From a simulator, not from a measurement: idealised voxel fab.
The process module presented herein is designated voxel gate over fins.
This is section cut - it's 240 nm across, gridded in 5 nm square cells.
Cross-section format: a grid of square cells, given as bands from top to bottom; each band is one or more rows of cells.
Look at the band entry: it leads with the top's height and the bottom's height in nm. Then it lists the materials left to right, with a width in nm for each. The word "edge to edge" on a single material says that material fills the band edge to edge. The word "blank" is empty space.
Heights are reckoned from 0. Under this level, the received wafer is all of one material. The bottommost band is open-ended downward, for example "0 nm and below".
Note: "30..40" means the width goes from the first number (top row of the band) to the second number (bottom row) in equal steps per row of cells.
"stayed the same" after a step means that no cell of the cross-section changed.
"Entrapped void list": empty spaces of 8 cells or more with no open way to the top, each given as width x height at distance, distance from the left edge, all in nm.
The remark found on a step's line after its settings is issued by the simulator itself and pertains to that step.
overlay nm: where the mask lay relative to plan, measured to the right, on steps with a mask; negatives go left.

Process steps foreseen in the plan
1. RECEIVE | material Si
2. CONFORMAL_DEP | material SiN | thk nm 5
3. PATTERN | tone cover | mask id FINS | material resist | width nm 15 | pitch nm 55 | thk nm 20 | overlay nm 0
4. DIRECTIONAL_ETCH | etch materials SiN | depth nm 5
5. DIRECTIONAL_ETCH | etch materials Si | depth nm 35
6. STRIP | etch materials resist
7. OXIDIZE | depth nm 5
8. FILL_DEP | material SiO2 | thk nm 15
9. CMP | height nm 5
10. MASKED_ETCH | tone open | mask id RAIL | width nm 15 | etch materials SiO2 | depth nm 35 | overlay nm 0
11. CONFORMAL_DEP | material TiN | thk nm 5
12. FILL_DEP | material Ru | thk nm 10
13. CMP | height nm 5
14. SELECTIVE_ETCH | etch materials W Ru TiN | depth nm 25
15. FILL_DEP | material SiO2 | thk nm 5
16. CMP | height nm 5
17. SELECTIVE_ETCH | etch materials SiO2 | depth nm 15
18. STRIP | etch materials SiN
19. CONFORMAL_DEP | material HfO2 | thk nm 5
20. CONFORMAL_DEP | material TiN | thk nm 5
21. CONFORMAL_DEP | material TiAl | thk nm 5
22. CONFORMAL_DEP | material TiN | thk nm 5
23. FILL_DEP | material W | thk nm 10
24. CMP | height nm 25
25. CONFORMAL_DEP | material SiCN | thk nm 10

Incoming wafer in cross-section (state: after step 1)
* 0 nm and below = Si edge to edge
* Entrapped void list: none

Cross-sectional view of the first of the two wafers upon completion of the module, processed in accordance with the plan
* 35 nm to 25 nm = SiCN edge to edge
* 25 nm to 20 nm = W edge to edge
* 20 nm to 15 nm = W (70)  TiN (45)  W (10)  TiN (45)  W (70)
* 15 nm to 10 nm = W (70)  TiN (5)  TiAl (35)  TiN (5)  W (10)  TiN (5)  TiAl (35)  TiN (5)  W (70)
* 10 nm to 5 nm = TiN (75)  TiAl (5)  TiN (25)  TiAl (5)  TiN (20)  TiAl (5)  TiN (25)  TiAl (5)  TiN (75)
* 5 nm to 0 nm = TiAl (80)  TiN (5)  HfO2 (15)  TiN (5)  TiAl (30)  TiN (5)  HfO2 (15)  TiN (5)  TiAl (80)
* 0 nm to -5 nm = TiN (85)  HfO2 (5)  Si (5)  HfO2 (5)  TiN (40)  HfO2 (5)  Si (5)  HfO2 (5)  TiN (85)
* -5 nm to -10 nm = HfO2 (90)  Si (5)  HfO2 (50)  Si (5)  HfO2 (90)
* -10 nm to -20 nm = SiO2 (90)  Si (5)  SiO2 (50)  Si (5)  SiO2 (90)
* -20 nm to -25 nm = SiO2 (90)  Si (5)  SiO2 (15)  TiN (5)  Ru (5)  TiN (5)  SiO2 (20)  Si (5)  SiO2 (90)
* -25 nm to -30 nm = SiO2 (90)  Si (5)  SiO2 (15)  TiN (15)  SiO2 (20)  Si (5)  SiO2 (90)
* -30 nm to -40 nm = SiO2 (90)  Si (5)  SiO2 (50)  Si (5)  SiO2 (90)
* -40 nm and below = Si edge to edge
* Entrapped void list: none

Module end: cross-section of wafer two of two. Same start and process plan as the first wafer. One mistake during execution
* 35 nm to 25 nm = SiCN edge to edge
* 25 nm to 20 nm = W edge to edge
* 20 nm to 15 nm = TiN edge to edge
* 15 nm to 10 nm = TiAl edge to edge
* 10 nm to 5 nm = TiN (90)  TiAl (5)  TiN (50)  TiAl (5)  TiN (90)
* 5 nm to 0 nm = HfO2 (85)  TiN (5)  TiAl (5)  TiN (5)  HfO2 (40)  TiN (5)  TiAl (5)  TiN (5)  HfO2 (85)
* 0 nm to -5 nm = Si (80)  HfO2 (5)  TiN (15)  HfO2 (5)  Si (30)  HfO2 (5)  TiN (15)  HfO2 (5)  Si (80)
* -5 nm to -10 nm = Si (80)  HfO2 (25)  Si (30)  HfO2 (25)  Si (80)
* -10 nm to -40 nm = Si (80)  SiO2 (25)  Si (30)  SiO2 (25)  Si (80)
* -40 nm and below = Si edge to edge
* Entrapped void list: none
Heads up, the wafer didn't run the way we planned it: step 3 ran with different settings than intended, the actual operation and settings being PATTERN | tone open | mask id FINS | material resist | width nm 15 | pitch nm 55 | thk nm 20 | overlay nm 0
Wrapping up, a cell-based count of both wafers puts the second over or under the first for these materials: -1 Ru | +288 Si | -210 SiO2 | -4 TiAl | -13 TiN | -60 W
